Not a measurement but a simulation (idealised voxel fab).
The following process module bears the name voxel wiring stack.
Pictured: cross-section cut, 245 nm wide, on a grid of 5 nm square cells.
Cross-section, as written here: a square-cell grid given band by band from the top down, where a band holds one or more rows of cells.
Per band: top height and bottom height in nm, followed by the left-to-right materials and their widths in nm; "throughout" marks a single material spanning edge to edge, "blank" marks empty space.
Heights from 0 (as-received wafer is one material below). Bottom band endless downward, as "0 -> down".
Top row gets the first number, bottom row gets the second, and each row in between changes by the same step: that is how a band width like "30->40" works.
"left unchanged" for a step: no cell of the cross-section changed in that step.
Closed empty spaces (no open way to the top) of 8 cells or more are what "Closed internal cavities" lists, each as width x height at distance from the left edge, nm for all three.
Formally, on a step line, whatever follows the settings is a remark that the simulator itself makes on the step.
On any step carrying a mask, the "overlay nm" setting, if present on the step's line, tells how far right of its planned place the mask lay; negative values point to the left.

### Process steps foreseen in the plan
1 op RECEIVE | material Si
2 op CONFORMAL_DEP | material SiO2 | thk nm 15
3 op DIRECTIONAL_DEP | material TiN | thk nm 5
4 op DIRECTIONAL_DEP | material Ru | thk nm 15
5 op MASKED_ETCH | tone cover | mask id METAL_1 | width nm 30 | pitch nm 60 | etch materials Ru | depth nm 15 | overlay nm 0
6 op MASKED_ETCH | tone cover | mask id METAL_1 | width nm 30 | pitch nm 60 | etch materials TiN | depth nm 5 | overlay nm 0
7 op CONFORMAL_DEP | material SiCN | thk nm 5
8 op FILL_DEP | material SiO2 | thk nm 5
9 op CMP | height nm 35
10 op CONFORMAL_DEP | material SiCN | thk nm 5
11 op DIRECTIONAL_DEP | material lowk | thk nm 25
12 op PATTERN | tone open | mask id METAL_2 | material resist | width nm 30 | pitch nm 60 | thk nm 20 | overlay nm 0
13 op DIRECTIONAL_ETCH | etch materials lowk | depth nm 15
14 op STRIP | etch materials resist
15 op PATTERN | tone open | mask id METAL_2_HOLES | material resist | width nm 15 | pitch nm 120 | thk nm 15 | overlay nm 0
16 op DIRECTIONAL_ETCH | etch materials lowk | depth nm 10
17 op DIRECTIONAL_ETCH | etch materials SiCN | depth nm 5
18 op STRIP | etch materials resist
19 op CONFORMAL_DEP | material TiN | thk nm 5
20 op FILL_DEP | material Cu | thk nm 5
21 op CMP | height nm 65
22 op CONFORMAL_DEP | material SiCN | thk nm 5
23 op DIRECTIONAL_DEP | material SiO2 | thk nm 30
24 op MASKED_ETCH | tone open | mask id METAL_3 | width nm 30 | pitch nm 60 | etch materials SiO2 | depth nm 15 | overlay nm 0
25 op DIRECTIONAL_DEP | material aC | thk nm 10
26 op PATTERN | tone open | mask id METAL_3_HOLES | material resist | width nm 15 | pitch nm 120 | thk nm 25 | overlay nm 0
27 op DIRECTIONAL_ETCH | etch materials aC | depth nm 10
28 op STRIP | etch materials resist
29 op DIRECTIONAL_ETCH | etch materials SiO2 | depth nm 15
30 op DIRECTIONAL_ETCH | etch materials SiCN | depth nm 5
31 op STRIP | etch materials aC
32 op CONFORMAL_DEP | material TiN | thk nm 5
33 op FILL_DEP | material Cu | thk nm 10
34 op CMP | height nm 100
35 op CONFORMAL_DEP | material SiCN | thk nm 5
36 op DIRECTIONAL_DEP | material lowk | thk nm 10
37 op MASKED_ETCH | tone open | mask id PLUG_3 | width nm 15 | pitch nm 60 | etch materials lowk | depth nm 10 | overlay nm 0
38 op MASKED_ETCH | tone open | mask id PLUG_3 | width nm 15 | pitch nm 60 | etch materials SiCN | depth nm 5 | overlay nm 0
39 op CONFORMAL_DEP | material TiN | thk nm 5
40 op FILL_DEP | material Cu | thk nm 5
41 op CMP | height nm 115
42 op CONFORMAL_DEP | material SiN | thk nm 5
43 op DIRECTIONAL_DEP | material SiO2 | thk nm 25
44 op PATTERN | tone open | mask id METAL_4 | material resist | width nm 30 | pitch nm 60 | thk nm 15 | overlay nm 0
45 op DIRECTIONAL_ETCH | etch materials SiO2 | depth nm 25
46 op DIRECTIONAL_ETCH | etch materials SiN | depth nm 5
47 op STRIP | etch materials resist
48 op CONFORMAL_DEP | material TiN | thk nm 5
49 op FILL_DEP | material W | thk nm 10
50 op CMP | height nm 145
51 op EPI | material Ru | thk nm 5
52 op FILL_DEP | material SiCN | thk nm 5

### First wafer out of two, processed as planned

### Incoming wafer in cross-section (state: after step 1)
  0 -> down: Si throughout
  Closed internal cavities: none

### You're looking at a cross-section of the wafer after step 2
  15 -> 0: SiO2 throughout
  Everything below 0 is unchanged.

### You're looking at a cross-section of the wafer after step 3
  20 -> 15: TiN throughout
  Everything below 15 is unchanged.

### You're looking at a cross-section of the wafer after step 4
  35 -> 20: Ru throughout
  Everything below 20 is unchanged.

### You're looking at a cross-section of the wafer after step 5
  35 -> 20: blank (45); Ru (30); blank (30); Ru (30); blank (30); Ru (30); blank (50)
  Everything below 20 is unchanged.

### You're looking at a cross-section of the wafer after step 6
  35 -> 20: blank (45); Ru (30); blank (30); Ru (30); blank (30); Ru (30); blank (50)
  20 -> 15: blank (45); TiN (30); blank (30); TiN (30); blank (30); TiN (30); blank (50)
  Everything below 15 is unchanged.

### You're looking at a cross-section of the wafer after step 7
  40 -> 35: blank (40); SiCN (40); blank (20); SiCN (40); blank (20); SiCN (40); blank (45)
  35 -> 20: blank (40); SiCN (5); Ru (30); SiCN (5); blank (20); SiCN (5); Ru (30); SiCN (5); blank (20); SiCN (5); Ru (30); SiCN (5); blank (45)
  20 -> 15: SiCN (45); TiN (30); SiCN (30); TiN (30); SiCN (30); TiN (30); SiCN (50)
  Everything below 15 is unchanged.

### You're looking at a cross-section of the wafer after step 8
  45 -> 40: SiO2 throughout
  40 -> 35: SiO2 (40); SiCN (40); SiO2 (20); SiCN (40); SiO2 (20); SiCN (40); SiO2 (45)
  35 -> 20: SiO2 (40); SiCN (5); Ru (30); SiCN (5); SiO2 (20); SiCN (5); Ru (30); SiCN (5); SiO2 (20); SiCN (5); Ru (30); SiCN (5); SiO2 (45)
  Everything below 20 is unchanged.

### You're looking at a cross-section of the wafer after step 9
  35 -> 20: SiO2 (40); SiCN (5); Ru (30); SiCN (5); SiO2 (20); SiCN (5); Ru (30); SiCN (5); SiO2 (20); SiCN (5); Ru (30); SiCN (5); SiO2 (45)
  Everything below 20 is unchanged.

### You're looking at a cross-section of the wafer after step 10
  40 -> 35: SiCN throughout
  Everything below 35 is unchanged.

### You're looking at a cross-section of the wafer after step 11
  65 -> 40: lowk throughout
  Everything below 40 is unchanged.

### You're looking at a cross-section of the wafer after step 12
  85 -> 65: resist (45); blank (30); resist (30); blank (30); resist (30); blank (30); resist (50)
  Everything below 65 is unchanged.

### You're looking at a cross-section of the wafer after step 13
  85 -> 65: resist (45); blank (30); resist (30); blank (30); resist (30); blank (30); resist (50)
  65 -> 50: lowk (45); blank (30); lowk (30); blank (30); lowk (30); blank (30); lowk (50)
  Everything below 50 is unchanged.

### You're looking at a cross-section of the wafer after step 14
  65 -> 50: lowk (45); blank (30); lowk (30); blank (30); lowk (30); blank (30); lowk (50)
  Everything below 50 is unchanged.

### You're looking at a cross-section of the wafer after step 15
  80 -> 65: resist (45); blank (15); resist (105); blank (15); resist (65)
  65 -> 50: lowk (45); blank (15); resist (15); lowk (30); resist (30); lowk (30); blank (15); resist (15); lowk (50)
  Everything below 50 is unchanged.

### You're looking at a cross-section of the wafer after step 16
  80 -> 65: resist (45); blank (15); resist (105); blank (15); resist (65)
  65 -> 50: lowk (45); blank (15); resist (15); lowk (30); resist (30); lowk (30); blank (15); resist (15); lowk (50)
  50 -> 40: lowk (45); blank (15); lowk (105); blank (15); lowk (65)
  Everything below 40 is unchanged.

### You're looking at a cross-section of the wafer after step 17
  80 -> 65: resist (45); blank (15); resist (105); blank (15); resist (65)
  65 -> 50: lowk (45); blank (15); resist (15); lowk (30); resist (30); lowk (30); blank (15); resist (15); lowk (50)
  50 -> 40: lowk (45); blank (15); lowk (105); blank (15); lowk (65)
  40 -> 35: SiCN (45); blank (15); SiCN (105); blank (15); SiCN (65)
  Everything below 35 is unchanged.

### You're looking at a cross-section of the wafer after step 18
  65 -> 50: lowk (45); blank (30); lowk (30); blank (30); lowk (30); blank (30); lowk (50)
  Everything below 50 is unchanged.

### You're looking at a cross-section of the wafer after step 19
  70 -> 65: TiN (50); blank (20); TiN (40); blank (20); TiN (40); blank (20); TiN (55)
  65 -> 55: lowk (45); TiN (5); blank (20); TiN (5); lowk (30); TiN (5); blank (20); TiN (5); lowk (30); TiN (5); blank (20); TiN (5); lowk (50)
  55 -> 50: lowk (45); TiN (5); blank (5); TiN (20); lowk (30); TiN (30); lowk (30); TiN (5); blank (5); TiN (20); lowk (50)
  50 -> 40: lowk (45); TiN (5); blank (5); TiN (5); lowk (105); TiN (5); blank (5); TiN (5); lowk (65)
  40 -> 35: SiCN (45); TiN (15); SiCN (105); TiN (15); SiCN (65)
  Everything below 35 is unchanged.

### You're looking at a cross-section of the wafer after step 20
  75 -> 70: Cu throughout
  70 -> 65: TiN (50); Cu (20); TiN (40); Cu (20); TiN (40); Cu (20); TiN (55)
  65 -> 55: lowk (45); TiN (5); Cu (20); TiN (5); lowk (30); TiN (5); Cu (20); TiN (5); lowk (30); TiN (5); Cu (20); TiN (5); lowk (50)
  55 -> 50: lowk (45); TiN (5); Cu (5); TiN (20); lowk (30); TiN (30); lowk (30); TiN (5); Cu (5); TiN (20); lowk (50)
  50 -> 40: lowk (45); TiN (5); Cu (5); TiN (5); lowk (105); TiN (5); Cu (5); TiN (5); lowk (65)
  Everything below 40 is unchanged.

### You're looking at a cross-section of the wafer after step 21
  65 -> 55: lowk (45); TiN (5); Cu (20); TiN (5); lowk (30); TiN (5); Cu (20); TiN (5); lowk (30); TiN (5); Cu (20); TiN (5); lowk (50)
  Everything below 55 is unchanged.

### You're looking at a cross-section of the wafer after step 22
  70 -> 65: SiCN throughout
  Everything below 65 is unchanged.

### You're looking at a cross-section of the wafer after step 23
  100 -> 70: SiO2 throughout
  Everything below 70 is unchanged.

### You're looking at a cross-section of the wafer after step 24
  100 -> 85: SiO2 (45); blank (30); SiO2 (30); blank (30); SiO2 (30); blank (30); SiO2 (50)
  Everything below 85 is unchanged.

### You're looking at a cross-section of the wafer after step 25
  110 -> 100: aC (45); blank (30); aC (30); blank (30); aC (30); blank (30); aC (50)
  100 -> 95: SiO2 (45); blank (30); SiO2 (30); blank (30); SiO2 (30); blank (30); SiO2 (50)
  95 -> 85: SiO2 (45); aC (30); SiO2 (30); aC (30); SiO2 (30); aC (30); SiO2 (50)
  Everything below 85 is unchanged.

### You're looking at a cross-section of the wafer after step 26
  135 -> 110: resist (45); blank (15); resist (105); blank (15); resist (65)
  110 -> 100: aC (45); blank (15); resist (15); aC (30); resist (30); aC (30); blank (15); resist (15); aC (50)
  100 -> 95: SiO2 (45); blank (15); resist (15); SiO2 (30); resist (30); SiO2 (30); blank (15); resist (15); SiO2 (50)
  Everything below 95 is unchanged.

### You're looking at a cross-section of the wafer after step 27
  125 -> 110: resist (45); blank (15); resist (105); blank (15); resist (65)
  110 -> 100: aC (45); blank (15); resist (15); aC (30); resist (30); aC (30); blank (15); resist (15); aC (50)
  100 -> 95: SiO2 (45); blank (15); resist (15); SiO2 (30); resist (30); SiO2 (30); blank (15); resist (15); SiO2 (50)
  95 -> 85: SiO2 (45); blank (15); aC (15); SiO2 (30); aC (30); SiO2 (30); blank (15); aC (15); SiO2 (50)
  Everything below 85 is unchanged.

### You're looking at a cross-section of the wafer after step 28
  110 -> 100: aC (45); blank (30); aC (30); blank (30); aC (30); blank (30); aC (50)
  100 -> 95: SiO2 (45); blank (30); SiO2 (30); blank (30); SiO2 (30); blank (30); SiO2 (50)
  Everything below 95 is unchanged.

### You're looking at a cross-section of the wafer after step 29
  110 -> 100: aC (45); blank (30); aC (30); blank (30); aC (30); blank (30); aC (50)
  100 -> 95: SiO2 (45); blank (30); SiO2 (30); blank (30); SiO2 (30); blank (30); SiO2 (50)
  95 -> 85: SiO2 (45); blank (15); aC (15); SiO2 (30); aC (30); SiO2 (30); blank (15); aC (15); SiO2 (50)
  85 -> 70: SiO2 (45); blank (15); SiO2 (105); blank (15); SiO2 (65)
  Everything below 70 is unchanged.

### You're looking at a cross-section of the wafer after step 30
  110 -> 100: aC (45); blank (30); aC (30); blank (30); aC (30); blank (30); aC (50)
  100 -> 95: SiO2 (45); blank (30); SiO2 (30); blank (30); SiO2 (30); blank (30); SiO2 (50)
  95 -> 85: SiO2 (45); blank (15); aC (15); SiO2 (30); aC (30); SiO2 (30); blank (15); aC (15); SiO2 (50)
  85 -> 70: SiO2 (45); blank (15); SiO2 (105); blank (15); SiO2 (65)
  70 -> 65: SiCN (45); blank (15); SiCN (105); blank (15); SiCN (65)
  Everything below 65 is unchanged.

### You're looking at a cross-section of the wafer after step 31
  100 -> 85: SiO2 (45); blank (30); SiO2 (30); blank (30); SiO2 (30); blank (30); SiO2 (50)
  Everything below 85 is unchanged.

### You're looking at a cross-section of the wafer after step 32
  105 -> 100: TiN (50); blank (20); TiN (40); blank (20); TiN (40); blank (20); TiN (55)
  100 -> 90: SiO2 (45); TiN (5); blank (20); TiN (5); SiO2 (30); TiN (5); blank (20); TiN (5); SiO2 (30); TiN (5); blank (20); TiN (5); SiO2 (50)
  90 -> 85: SiO2 (45); TiN (5); blank (5); TiN (20); SiO2 (30); TiN (30); SiO2 (30); TiN (5); blank (5); TiN (20); SiO2 (50)
  85 -> 70: SiO2 (45); TiN (5); blank (5); TiN (5); SiO2 (105); TiN (5); blank (5); TiN (5); SiO2 (65)
  70 -> 65: SiCN (45); TiN (15); SiCN (105); TiN (15); SiCN (65)
  Everything below 65 is unchanged.

### You're looking at a cross-section of the wafer after step 33
  115 -> 105: Cu throughout
  105 -> 100: TiN (50); Cu (20); TiN (40); Cu (20); TiN (40); Cu (20); TiN (55)
  100 -> 90: SiO2 (45); TiN (5); Cu (20); TiN (5); SiO2 (30); TiN (5); Cu (20); TiN (5); SiO2 (30); TiN (5); Cu (20); TiN (5); SiO2 (50)
  90 -> 85: SiO2 (45); TiN (5); Cu (5); TiN (20); SiO2 (30); TiN (30); SiO2 (30); TiN (5); Cu (5); TiN (20); SiO2 (50)
  85 -> 70: SiO2 (45); TiN (5); Cu (5); TiN (5); SiO2 (105); TiN (5); Cu (5); TiN (5); SiO2 (65)
  Everything below 70 is unchanged.

### You're looking at a cross-section of the wafer after step 34
  100 -> 90: SiO2 (45); TiN (5); Cu (20); TiN (5); SiO2 (30); TiN (5); Cu (20); TiN (5); SiO2 (30); TiN (5); Cu (20); TiN (5); SiO2 (50)
  Everything below 90 is unchanged.

### You're looking at a cross-section of the wafer after step 35
  105 -> 100: SiCN throughout
  Everything below 100 is unchanged.

### You're looking at a cross-section of the wafer after step 36
  115 -> 105: lowk throughout
  Everything below 105 is unchanged.

### You're looking at a cross-section of the wafer after step 37
  115 -> 105: lowk (45); blank (15); lowk (45); blank (15); lowk (45); blank (15); lowk (65)
  Everything below 105 is unchanged.

### You're looking at a cross-section of the wafer after step 38
  115 -> 105: lowk (45); blank (15); lowk (45); blank (15); lowk (45); blank (15); lowk (65)
  105 -> 100: SiCN (45); blank (15); SiCN (45); blank (15); SiCN (45); blank (15); SiCN (65)
  Everything below 100 is unchanged.

### You're looking at a cross-section of the wafer after step 39
  120 -> 115: TiN (50); blank (5); TiN (55); blank (5); TiN (55); blank (5); TiN (70)
  115 -> 105: lowk (45); TiN (5); blank (5); TiN (5); lowk (45); TiN (5); blank (5); TiN (5); lowk (45); TiN (5); blank (5); TiN (5); lowk (65)
  105 -> 100: SiCN (45); TiN (15); SiCN (45); TiN (15); SiCN (45); TiN (15); SiCN (65)
  Everything below 100 is unchanged.

### You're looking at a cross-section of the wafer after step 40
  125 -> 120: Cu throughout
  120 -> 115: TiN (50); Cu (5); TiN (55); Cu (5); TiN (55); Cu (5); TiN (70)
  115 -> 105: lowk (45); TiN (5); Cu (5); TiN (5); lowk (45); TiN (5); Cu (5); TiN (5); lowk (45); TiN (5); Cu (5); TiN (5); lowk (65)
  Everything below 105 is unchanged.

### You're looking at a cross-section of the wafer after step 41
  115 -> 105: lowk (45); TiN (5); Cu (5); TiN (5); lowk (45); TiN (5); Cu (5); TiN (5); lowk (45); TiN (5); Cu (5); TiN (5); lowk (65)
  Everything below 105 is unchanged.

### You're looking at a cross-section of the wafer after step 42
  120 -> 115: SiN throughout
  Everything below 115 is unchanged.

### You're looking at a cross-section of the wafer after step 43
  145 -> 120: SiO2 throughout
  Everything below 120 is unchanged.

### You're looking at a cross-section of the wafer after step 44
  160 -> 145: resist (45); blank (30); resist (30); blank (30); resist (30); blank (30); resist (50)
  Everything below 145 is unchanged.

### You're looking at a cross-section of the wafer after step 45
  160 -> 145: resist (45); blank (30); resist (30); blank (30); resist (30); blank (30); resist (50)
  145 -> 120: SiO2 (45); blank (30); SiO2 (30); blank (30); SiO2 (30); blank (30); SiO2 (50)
  Everything below 120 is unchanged.

### You're looking at a cross-section of the wafer after step 46
  160 -> 145: resist (45); blank (30); resist (30); blank (30); resist (30); blank (30); resist (50)
  145 -> 120: SiO2 (45); blank (30); SiO2 (30); blank (30); SiO2 (30); blank (30); SiO2 (50)
  120 -> 115: SiN (45); blank (30); SiN (30); blank (30); SiN (30); blank (30); SiN (50)
  Everything below 115 is unchanged.

### You're looking at a cross-section of the wafer after step 47
  145 -> 120: SiO2 (45); blank (30); SiO2 (30); blank (30); SiO2 (30); blank (30); SiO2 (50)
  Everything below 120 is unchanged.

### You're looking at a cross-section of the wafer after step 48
  150 -> 145: TiN (50); blank (20); TiN (40); blank (20); TiN (40); blank (20); TiN (55)
  145 -> 120: SiO2 (45); TiN (5); blank (20); TiN (5); SiO2 (30); TiN (5); blank (20); TiN (5); SiO2 (30); TiN (5); blank (20); TiN (5); SiO2 (50)
  120 -> 115: SiN (45); TiN (30); SiN (30); TiN (30); SiN (30); TiN (30); SiN (50)
  Everything below 115 is unchanged.

### You're looking at a cross-section of the wafer after step 49
  160 -> 150: W throughout
  150 -> 145: TiN (50); W (20); TiN (40); W (20); TiN (40); W (20); TiN (55)
  145 -> 120: SiO2 (45); TiN (5); W (20); TiN (5); SiO2 (30); TiN (5); W (20); TiN (5); SiO2 (30); TiN (5); W (20); TiN (5); SiO2 (50)
  Everything below 120 is unchanged.

### You're looking at a cross-section of the wafer after step 50
  145 -> 120: SiO2 (45); TiN (5); W (20); TiN (5); SiO2 (30); TiN (5); W (20); TiN (5); SiO2 (30); TiN (5); W (20); TiN (5); SiO2 (50)
  Everything below 120 is unchanged.

### You're looking at a cross-section of the wafer after step 51
  150 -> 145: blank (40); Ru (40); blank (20); Ru (40); blank (20); Ru (40); blank (45)
  Everything below 145 is unchanged.

### You're looking at a cross-section of the wafer after step 52
  155 -> 150: SiCN throughout
  150 -> 145: SiCN (40); Ru (40); SiCN (20); Ru (40); SiCN (20); Ru (40); SiCN (45)
  Everything below 145 is unchanged.

### Wafer two. Identical start, identical plan. One mistake in execution. Identical history through step 49

Cross-sectional representation of the second wafer at the time designated in the plan for the completion of step 50: left unchanged

### Cross-sectional representation of the second wafer at the time designated in the plan for the completion of step 51
  165 -> 160: Ru throughout
  Everything below 160 is unchanged.

### Cross-sectional representation of the second wafer at the time designated in the plan for the completion of step 52
  170 -> 165: SiCN throughout
  Everything below 165 is unchanged.
What went wrong in running the wafer? not run: step 50 of the plan (skipped)
The closing comparison, in cells, has the second wafer with more or fewer of some materials than the first: Ru +25 | SiCN -25 | TiN +37 | W +110
